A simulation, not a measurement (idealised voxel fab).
Process module name: voxel transistor to metal
In the cross-section labelled cut, the width is 160 nm and each square cell is 5 nm.
Format of a cross-section: grid, square cells. Given as bands. Order: top down. Band: one or more rows of cells.
Band: top and bottom heights (nm) first, top before bottom; then materials from left to right, widths in nm. "edge to edge" marks a sole material filling the band edge to edge. "blank" denotes empty space.
Basically, 0 is our baseline, since under it the wafer straight out of the box is all one material. The bottom band has no lower end and keeps on going down, so it looks like "0 and below".
A width given as "30..40" starts at the first number in the band's top row and ends at the second number in its bottom row, shifting by an equal amount at every step from row to row.
You'll sometimes find "identical to before" written for a step, and that's the way of saying that nowhere in the cross-section did a cell change during that step.
Empty spaces counting at least 8 cells and having no open way to the top are listed in "Sealed void inventory". The notation width x height at distance is used for each, the distance being from the left edge and all three values in nm.
Anything after a step's settings on that line? It's the simulator's own note about the step.
The optional step-line setting "overlay nm" applies to steps with a mask and quantifies how far to the right of its planned location the mask lay, a negative value indicating leftward placement.
This section lists the process steps that were planned
1. RECEIVE: material Si
2. CONFORMAL_DEP: material SiO2, thk nm 5
3. CONFORMAL_DEP: material SiN, thk nm 10
4. MASKED_ETCH: tone cover, mask id ACTIVE, width nm 125, etch materials SiN, depth nm 10, overlay nm 0
5. MASKED_ETCH: tone cover, mask id ACTIVE, width nm 125, etch materials SiO2, depth nm 5, overlay nm 0
6. MASKED_ETCH: tone cover, mask id ACTIVE, width nm 125, etch materials Si, depth nm 20, overlay nm 0
7. OXIDIZE: depth nm 5
8. FILL_DEP: material SiO2, thk nm 5
9. CMP: height nm 15
10. SELECTIVE_ETCH: etch materials SiO2, depth nm 10
11. STRIP: etch materials SiN
12. SELECTIVE_ETCH: etch materials SiO2, depth nm 5
13. OXIDIZE: depth nm 5
14. DIRECTIONAL_DEP: material polySi, thk nm 25
15. DIRECTIONAL_DEP: material SiCN, thk nm 15
16. PATTERN: tone cover, mask id GATE, material resist, width nm 35, thk nm 15, overlay nm 0
17. DIRECTIONAL_ETCH: etch materials SiCN, depth nm 25
18. DIRECTIONAL_ETCH: etch materials polySi, depth nm 35
19. STRIP: etch materials resist
20. CONFORMAL_DEP: material SiO2, thk nm 5
21. DIRECTIONAL_ETCH: etch materials SiO2, depth nm 5
22. CONFORMAL_DEP: material SiN, thk nm 10
23. DIRECTIONAL_ETCH: etch materials SiN, depth nm 10
24. DIRECTIONAL_ETCH: etch materials SiO2, depth nm 5
25. EPI: material SiGe, thk nm 5
26. FILL_DEP: material SiO2, thk nm 5
27. CMP: height nm 25
28. STRIP: etch materials polySi
29. SELECTIVE_ETCH: etch materials SiO2, depth nm 5
30. CONFORMAL_DEP: material HfO2, thk nm 5
31. CONFORMAL_DEP: material TiN, thk nm 5
32. FILL_DEP: material W, thk nm 10
33. CMP: height nm 20
34. DIRECTIONAL_DEP: material SiO2, thk nm 15
35. MASKED_ETCH: tone open, mask id CONTACT, width nm 20, pitch nm 85, etch materials SiO2, depth nm 35, overlay nm 0
36. CONFORMAL_DEP: material TiN, thk nm 5
37. FILL_DEP: material Ru, thk nm 5
38. CMP: height nm 25
39. CONFORMAL_DEP: material SiCN, thk nm 5
40. DIRECTIONAL_DEP: material SiO2, thk nm 20
41. DIRECTIONAL_DEP: material aC, thk nm 10
42. PATTERN: tone open, mask id METAL_1, material resist, width nm 20, pitch nm 85, thk nm 25, overlay nm 0
43. DIRECTIONAL_ETCH: etch materials aC, depth nm 10
44. STRIP: etch materials resist
45. DIRECTIONAL_ETCH: etch materials SiO2, depth nm 20
46. DIRECTIONAL_ETCH: etch materials SiCN, depth nm 5
47. STRIP: etch materials aC
48. CONFORMAL_DEP: material TiN, thk nm 5
49. FILL_DEP: material Cu, thk nm 5
50. CMP: height nm 60
51. CONFORMAL_DEP: material SiCN, thk nm 5
52. DIRECTIONAL_DEP: material lowk, thk nm 25
53. PATTERN: tone open, mask id METAL_2, material resist, width nm 20, pitch nm 85, thk nm 20, overlay nm 0
54. DIRECTIONAL_ETCH: etch materials lowk, depth nm 15
55. STRIP: etch materials resist
56. MASKED_ETCH: tone open, mask id METAL_2_HOLES, width nm 15, pitch nm 85, etch materials lowk, depth nm 10, overlay nm 0
57. MASKED_ETCH: tone open, mask id METAL_2_HOLES, width nm 15, pitch nm 85, etch materials SiCN, depth nm 5, overlay nm 0
58. CONFORMAL_DEP: material TiN, thk nm 5
59. FILL_DEP: material Cu, thk nm 10
60. CMP: height nm 90
61. CONFORMAL_DEP: material SiN, thk nm 5
Be aware that, although all wafers share a common starting state, the height nm at step 38 differs among them, and the plan displays the first wafer's value.
Here's the first of the wafers in cross-section, just as we got it, i.e. after step 1
  0 and below  Si edge to edge
  Sealed void inventory: none
Per-wafer rows below. For each material: cells gained (+) or lost (-) since the wafer was received, as of end of module. Then: closed voids
height nm 25, +66 Cu, +17 HfO2, +16 Ru, -68 Si, +50 SiCN, +12 SiGe, +48 SiN, +211 SiO2, +117 TiN, +15 W, +124 lowk, Sealed void inventory: none
height nm 30, +34 Cu, +17 HfO2, +20 Ru, -68 Si, +50 SiCN, +12 SiGe, +48 SiN, +235 SiO2, +121 TiN, +15 W, +124 lowk, Sealed void inventory: none
height nm 35, +30 Cu, +17 HfO2, +24 Ru, -68 Si, +50 SiCN, +12 SiGe, +48 SiN, +259 SiO2, +97 TiN, +15 W, +124 lowk, Sealed void inventory: none
height nm 40, +26 Cu, +17 HfO2, +28 Ru, -68 Si, +50 SiCN, +12 SiGe, +48 SiN, +235 SiO2, +121 TiN, +15 W, +124 lowk, Sealed void inventory: none
height nm 45, +22 Cu, +17 HfO2, +60 Ru, -68 Si, +50 SiCN, +12 SiGe, +48 SiN, +211 SiO2, +117 TiN, +15 W, +124 lowk, Sealed void inventory: none
